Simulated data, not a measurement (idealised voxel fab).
process module | voxel wiring stack
cross-section cut | 145 nm wide | cells 5 nm
A cross-section is a grid of square cells, given in bands from the top down. A band is one or more rows of cells.
Each band's line starts with the height of the band's top and of its bottom, in nm. Then come its materials from left to right, each with its width in nm. One material with "throughout" fills the band from edge to edge. "air" is empty space.
Height 0 is the level under which the wafer as received is all one material. The lowest band goes on downwards, as in "0 down".
A width such as "30 to 40" changes by the same amount from each row of cells to the next, from the band's top row to its bottom row.
"no change" after a step means that no cell of the cross-section changed.
closed voids: empty space of 8 cells or more with no open way to the top, each as width x height at its distance from the left edge, in nm
after a step's settings: what the simulator itself notes on the step
overlay nm, on a step with a mask: how far to the right of its planned place the mask lay; to the left if negative
plan
1 op RECEIVE | material Si
2 op CONFORMAL_DEP | material SiO2 | thk nm 10
3 op DIRECTIONAL_DEP | material TiN | thk nm 5
4 op DIRECTIONAL_DEP | material W | thk nm 15
5 op DIRECTIONAL_DEP | material aC | thk nm 15
6 op PATTERN | tone cover | mask id METAL_1 | material resist | width nm 25 | pitch nm 55 | thk nm 30 | overlay nm 0
7 op DIRECTIONAL_ETCH | etch materials aC | depth nm 15
8 op STRIP | etch materials resist
9 op DIRECTIONAL_ETCH | etch materials W | depth nm 15
10 op DIRECTIONAL_ETCH | etch materials TiN | depth nm 5
11 op STRIP | etch materials aC
12 op CONFORMAL_DEP | material SiCN | thk nm 5
13 op FILL_DEP | material SiO2 | thk nm 5
14 op CMP | height nm 30
15 op CONFORMAL_DEP | material SiCN | thk nm 5
16 op DIRECTIONAL_DEP | material SiO2 | thk nm 35
17 op MASKED_ETCH | tone open | mask id METAL_2_HOLES | width nm 15 | etch materials SiO2 | depth nm 35 | overlay nm 0
18 op PATTERN | tone open | mask id METAL_2 | material resist | width nm 25 | pitch nm 55 | thk nm 20 | overlay nm 0
19 op DIRECTIONAL_ETCH | etch materials SiO2 | depth nm 20
20 op DIRECTIONAL_ETCH | etch materials SiCN | depth nm 5
21 op STRIP | etch materials resist
22 op CONFORMAL_DEP | material TiN | thk nm 5
23 op FILL_DEP | material Ru | thk nm 10
24 op CMP | height nm 70
25 op CONFORMAL_DEP | material SiCN | thk nm 5
26 op DIRECTIONAL_DEP | material SiO2 | thk nm 20
27 op DIRECTIONAL_DEP | material aC | thk nm 10
28 op PATTERN | tone open | mask id PLUG_2 | material resist | width nm 15 | thk nm 25 | overlay nm 0
29 op DIRECTIONAL_ETCH | etch materials aC | depth nm 10
30 op STRIP | etch materials resist
31 op DIRECTIONAL_ETCH | etch materials SiO2 | depth nm 20
32 op DIRECTIONAL_ETCH | etch materials SiCN | depth nm 5
33 op STRIP | etch materials aC
34 op EPI | material Ru | thk nm 10
35 op EPI | material Ru | thk nm 10
36 op EPI | material Ru | thk nm 5
37 op DIRECTIONAL_DEP | material TiN | thk nm 5
38 op DIRECTIONAL_DEP | material Ru | thk nm 15
39 op PATTERN | tone cover | mask id METAL_3 | material resist | width nm 25 | pitch nm 55 | thk nm 15 | overlay nm 0
40 op DIRECTIONAL_ETCH | etch materials Ru | depth nm 15
41 op DIRECTIONAL_ETCH | etch materials TiN | depth nm 5
42 op STRIP | etch materials resist
43 op FILL_DEP | material SiO2 | thk nm 10
44 op CMP | height nm 115
45 op CONFORMAL_DEP | material SiN | thk nm 5
first wafer, as planned
as received, after step 1
  0 down: Si throughout
  closed voids: none
after step 2
  10 to 0: SiO2 throughout
  below 0: unchanged
after step 3
  15 to 10: TiN throughout
  below 10: unchanged
after step 4
  30 to 15: W throughout
  below 15: unchanged
after step 5
  45 to 30: aC throughout
  below 30: unchanged
after step 6
  75 to 45: air 30 | resist 25 | air 30 | resist 25 | air 35
  below 45: unchanged
after step 7
  60 to 45: air 30 | resist 25 | air 30 | resist 25 | air 35
  45 to 30: air 30 | aC 25 | air 30 | aC 25 | air 35
  below 30: unchanged
after step 8
  45 to 30: air 30 | aC 25 | air 30 | aC 25 | air 35
  below 30: unchanged
after step 9
  45 to 30: air 30 | aC 25 | air 30 | aC 25 | air 35
  30 to 15: air 30 | W 25 | air 30 | W 25 | air 35
  below 15: unchanged
after step 10
  45 to 30: air 30 | aC 25 | air 30 | aC 25 | air 35
  30 to 15: air 30 | W 25 | air 30 | W 25 | air 35
  15 to 10: air 30 | TiN 25 | air 30 | TiN 25 | air 35
  below 10: unchanged
after step 11
  30 to 15: air 30 | W 25 | air 30 | W 25 | air 35
  below 15: unchanged
after step 12
  35 to 30: air 25 | SiCN 35 | air 20 | SiCN 35 | air 30
  30 to 15: air 25 | SiCN 5 | W 25 | SiCN 5 | air 20 | SiCN 5 | W 25 | SiCN 5 | air 30
  15 to 10: SiCN 30 | TiN 25 | SiCN 30 | TiN 25 | SiCN 35
  below 10: unchanged
after step 13
  40 to 35: SiO2 throughout
  35 to 30: SiO2 25 | SiCN 35 | SiO2 20 | SiCN 35 | SiO2 30
  30 to 15: SiO2 25 | SiCN 5 | W 25 | SiCN 5 | SiO2 20 | SiCN 5 | W 25 | SiCN 5 | SiO2 30
  below 15: unchanged
after step 14
  30 to 15: SiO2 25 | SiCN 5 | W 25 | SiCN 5 | SiO2 20 | SiCN 5 | W 25 | SiCN 5 | SiO2 30
  below 15: unchanged
after step 15
  35 to 30: SiCN throughout
  below 30: unchanged
after step 16
  70 to 35: SiO2 throughout
  below 35: unchanged
after step 17
  70 to 35: SiO2 30 | air 15 | SiO2 100
  below 35: unchanged
after step 18
  90 to 70: resist 30 | air 25 | resist 30 | air 25 | resist 35
  below 70: unchanged
after step 19
  90 to 70: resist 30 | air 25 | resist 30 | air 25 | resist 35
  70 to 50: SiO2 30 | air 25 | SiO2 30 | air 25 | SiO2 35
  below 50: unchanged
after step 20
  90 to 70: resist 30 | air 25 | resist 30 | air 25 | resist 35
  70 to 50: SiO2 30 | air 25 | SiO2 30 | air 25 | SiO2 35
  50 to 35: SiO2 30 | air 15 | SiO2 100
  35 to 30: SiCN 30 | air 15 | SiCN 100
  below 30: unchanged
after step 21
  70 to 50: SiO2 30 | air 25 | SiO2 30 | air 25 | SiO2 35
  below 50: unchanged
after step 22
  75 to 70: TiN 35 | air 15 | TiN 40 | air 15 | TiN 40
  70 to 55: SiO2 30 | TiN 5 | air 15 | TiN 5 | SiO2 30 | TiN 5 | air 15 | TiN 5 | SiO2 35
  55 to 50: SiO2 30 | TiN 5 | air 5 | TiN 15 | SiO2 30 | TiN 25 | SiO2 35
  50 to 35: SiO2 30 | TiN 5 | air 5 | TiN 5 | SiO2 100
  35 to 30: SiCN 30 | TiN 15 | SiCN 100
  below 30: unchanged
after step 23
  85 to 75: Ru throughout
  75 to 70: TiN 35 | Ru 15 | TiN 40 | Ru 15 | TiN 40
  70 to 55: SiO2 30 | TiN 5 | Ru 15 | TiN 5 | SiO2 30 | TiN 5 | Ru 15 | TiN 5 | SiO2 35
  55 to 50: SiO2 30 | TiN 5 | Ru 5 | TiN 15 | SiO2 30 | TiN 25 | SiO2 35
  50 to 35: SiO2 30 | TiN 5 | Ru 5 | TiN 5 | SiO2 100
  below 35: unchanged
after step 24
  70 to 55: SiO2 30 | TiN 5 | Ru 15 | TiN 5 | SiO2 30 | TiN 5 | Ru 15 | TiN 5 | SiO2 35
  below 55: unchanged
after step 25
  75 to 70: SiCN throughout
  below 70: unchanged
after step 26
  95 to 75: SiO2 throughout
  below 75: unchanged
after step 27
  105 to 95: aC throughout
  below 95: unchanged
after step 28
  130 to 105: resist 30 | air 15 | resist 100
  below 105: unchanged
after step 29
  120 to 105: resist 30 | air 15 | resist 100
  105 to 95: aC 30 | air 15 | aC 100
  below 95: unchanged
after step 30
  105 to 95: aC 30 | air 15 | aC 100
  below 95: unchanged
after step 31
  105 to 95: aC 30 | air 15 | aC 100
  95 to 75: SiO2 30 | air 15 | SiO2 100
  below 75: unchanged
after step 32
  105 to 95: aC 30 | air 15 | aC 100
  95 to 75: SiO2 30 | air 15 | SiO2 100
  75 to 70: SiCN 30 | air 15 | SiCN 100
  below 70: unchanged
after step 33
  95 to 75: SiO2 30 | air 15 | SiO2 100
  below 75: unchanged
after step 34
  95 to 80: SiO2 30 | air 15 | SiO2 100
  80 to 75: SiO2 30 | Ru 15 | SiO2 100
  75 to 70: SiCN 30 | Ru 15 | SiCN 100
  below 70: unchanged
after step 35
  95 to 90: SiO2 30 | air 15 | SiO2 100
  90 to 75: SiO2 30 | Ru 15 | SiO2 100
  below 75: unchanged
after step 36
  95 to 75: SiO2 30 | Ru 15 | SiO2 100
  below 75: unchanged
after step 37
  100 to 95: TiN throughout
  below 95: unchanged
after step 38
  115 to 100: Ru throughout
  below 100: unchanged
after step 39
  130 to 115: air 30 | resist 25 | air 30 | resist 25 | air 35
  below 115: unchanged
after step 40
  130 to 115: air 30 | resist 25 | air 30 | resist 25 | air 35
  115 to 100: air 30 | Ru 25 | air 30 | Ru 25 | air 35
  below 100: unchanged
after step 41
  130 to 115: air 30 | resist 25 | air 30 | resist 25 | air 35
  115 to 100: air 30 | Ru 25 | air 30 | Ru 25 | air 35
  100 to 95: air 30 | TiN 25 | air 30 | TiN 25 | air 35
  below 95: unchanged
after step 42
  115 to 100: air 30 | Ru 25 | air 30 | Ru 25 | air 35
  below 100: unchanged
after step 43
  125 to 115: SiO2 throughout
  115 to 100: SiO2 30 | Ru 25 | SiO2 30 | Ru 25 | SiO2 35
  100 to 95: SiO2 30 | TiN 25 | SiO2 30 | TiN 25 | SiO2 35
  below 95: unchanged
after step 44
  115 to 100: SiO2 30 | Ru 25 | SiO2 30 | Ru 25 | SiO2 35
  below 100: unchanged
after step 45
  120 to 115: SiN throughout
  below 115: unchanged
second wafer: like start, like plan, one mistake. Through step 2 it matches the first wafer
when step 3 should have ended
  25 to 10: W throughout
  below 10: unchanged
when step 4 should have ended
  30 to 25: TiN throughout
  below 25: unchanged
when step 5 should have ended
  45 to 30: aC throughout
  below 30: unchanged
when step 6 should have ended
  75 to 45: air 30 | resist 25 | air 30 | resist 25 | air 35
  below 45: unchanged
when step 7 should have ended
  60 to 45: air 30 | resist 25 | air 30 | resist 25 | air 35
  45 to 30: air 30 | aC 25 | air 30 | aC 25 | air 35
  below 30: unchanged
when step 8 should have ended
  45 to 30: air 30 | aC 25 | air 30 | aC 25 | air 35
  below 30: unchanged
when step 9 should have ended: no change
when step 10 should have ended
  45 to 30: air 30 | aC 25 | air 30 | aC 25 | air 35
  30 to 25: air 30 | TiN 25 | air 30 | TiN 25 | air 35
  below 25: unchanged
when step 11 should have ended
  30 to 25: air 30 | TiN 25 | air 30 | TiN 25 | air 35
  below 25: unchanged
when step 12 should have ended
  35 to 30: air 25 | SiCN 35 | air 20 | SiCN 35 | air 30
  30 to 25: SiCN 30 | TiN 25 | SiCN 30 | TiN 25 | SiCN 35
  below 25: unchanged
when step 13 should have ended
  40 to 35: SiO2 throughout
  35 to 30: SiO2 25 | SiCN 35 | SiO2 20 | SiCN 35 | SiO2 30
  below 30: unchanged
when step 14 should have ended
  30 to 25: SiCN 30 | TiN 25 | SiCN 30 | TiN 25 | SiCN 35
  below 25: unchanged
when step 15 should have ended
  35 to 30: SiCN throughout
  below 30: unchanged
when step 16 should have ended
  70 to 35: SiO2 throughout
  below 35: unchanged
when step 17 should have ended
  70 to 35: SiO2 30 | air 15 | SiO2 100
  below 35: unchanged
when step 18 should have ended
  90 to 70: resist 30 | air 25 | resist 30 | air 25 | resist 35
  below 70: unchanged
when step 19 should have ended
  90 to 70: resist 30 | air 25 | resist 30 | air 25 | resist 35
  70 to 50: SiO2 30 | air 25 | SiO2 30 | air 25 | SiO2 35
  below 50: unchanged
when step 20 should have ended
  90 to 70: resist 30 | air 25 | resist 30 | air 25 | resist 35
  70 to 50: SiO2 30 | air 25 | SiO2 30 | air 25 | SiO2 35
  50 to 35: SiO2 30 | air 15 | SiO2 100
  35 to 30: SiCN 30 | air 15 | SiCN 100
  below 30: unchanged
when step 21 should have ended
  70 to 50: SiO2 30 | air 25 | SiO2 30 | air 25 | SiO2 35
  below 50: unchanged
when step 22 should have ended
  75 to 70: TiN 35 | air 15 | TiN 40 | air 15 | TiN 40
  70 to 55: SiO2 30 | TiN 5 | air 15 | TiN 5 | SiO2 30 | TiN 5 | air 15 | TiN 5 | SiO2 35
  55 to 50: SiO2 30 | TiN 5 | air 5 | TiN 15 | SiO2 30 | TiN 25 | SiO2 35
  50 to 35: SiO2 30 | TiN 5 | air 5 | TiN 5 | SiO2 100
  35 to 30: SiCN 30 | TiN 15 | SiCN 100
  below 30: unchanged
when step 23 should have ended
  85 to 75: Ru throughout
  75 to 70: TiN 35 | Ru 15 | TiN 40 | Ru 15 | TiN 40
  70 to 55: SiO2 30 | TiN 5 | Ru 15 | TiN 5 | SiO2 30 | TiN 5 | Ru 15 | TiN 5 | SiO2 35
  55 to 50: SiO2 30 | TiN 5 | Ru 5 | TiN 15 | SiO2 30 | TiN 25 | SiO2 35
  50 to 35: SiO2 30 | TiN 5 | Ru 5 | TiN 5 | SiO2 100
  below 35: unchanged
when step 24 should have ended
  70 to 55: SiO2 30 | TiN 5 | Ru 15 | TiN 5 | SiO2 30 | TiN 5 | Ru 15 | TiN 5 | SiO2 35
  below 55: unchanged
when step 25 should have ended
  75 to 70: SiCN throughout
  below 70: unchanged
when step 26 should have ended
  95 to 75: SiO2 throughout
  below 75: unchanged
when step 27 should have ended
  105 to 95: aC throughout
  below 95: unchanged
when step 28 should have ended
  130 to 105: resist 30 | air 15 | resist 100
  below 105: unchanged
when step 29 should have ended
  120 to 105: resist 30 | air 15 | resist 100
  105 to 95: aC 30 | air 15 | aC 100
  below 95: unchanged
when step 30 should have ended
  105 to 95: aC 30 | air 15 | aC 100
  below 95: unchanged
when step 31 should have ended
  105 to 95: aC 30 | air 15 | aC 100
  95 to 75: SiO2 30 | air 15 | SiO2 100
  below 75: unchanged
when step 32 should have ended
  105 to 95: aC 30 | air 15 | aC 100
  95 to 75: SiO2 30 | air 15 | SiO2 100
  75 to 70: SiCN 30 | air 15 | SiCN 100
  below 70: unchanged
when step 33 should have ended
  95 to 75: SiO2 30 | air 15 | SiO2 100
  below 75: unchanged
when step 34 should have ended
  95 to 80: SiO2 30 | air 15 | SiO2 100
  80 to 75: SiO2 30 | Ru 15 | SiO2 100
  75 to 70: SiCN 30 | Ru 15 | SiCN 100
  below 70: unchanged
when step 35 should have ended
  95 to 90: SiO2 30 | air 15 | SiO2 100
  90 to 75: SiO2 30 | Ru 15 | SiO2 100
  below 75: unchanged
when step 36 should have ended
  95 to 75: SiO2 30 | Ru 15 | SiO2 100
  below 75: unchanged
when step 37 should have ended
  100 to 95: TiN throughout
  below 95: unchanged
when step 38 should have ended
  115 to 100: Ru throughout
  below 100: unchanged
when step 39 should have ended
  130 to 115: air 30 | resist 25 | air 30 | resist 25 | air 35
  below 115: unchanged
when step 40 should have ended
  130 to 115: air 30 | resist 25 | air 30 | resist 25 | air 35
  115 to 100: air 30 | Ru 25 | air 30 | Ru 25 | air 35
  below 100: unchanged
when step 41 should have ended
  130 to 115: air 30 | resist 25 | air 30 | resist 25 | air 35
  115 to 100: air 30 | Ru 25 | air 30 | Ru 25 | air 35
  100 to 95: air 30 | TiN 25 | air 30 | TiN 25 | air 35
  below 95: unchanged
when step 42 should have ended
  115 to 100: air 30 | Ru 25 | air 30 | Ru 25 | air 35
  below 100: unchanged
when step 43 should have ended
  125 to 115: SiO2 throughout
  115 to 100: SiO2 30 | Ru 25 | SiO2 30 | Ru 25 | SiO2 35
  100 to 95: SiO2 30 | TiN 25 | SiO2 30 | TiN 25 | SiO2 35
  below 95: unchanged
when step 44 should have ended
  115 to 100: SiO2 30 | Ru 25 | SiO2 30 | Ru 25 | SiO2 35
  below 100: unchanged
when step 45 should have ended
  120 to 115: SiN throughout
  below 115: unchanged
what went wrong: steps 3 and 4 were swapped
at the end the second wafer has, in cells: 12 fewer of SiCN | 45 fewer of SiO2 | 57 more of W
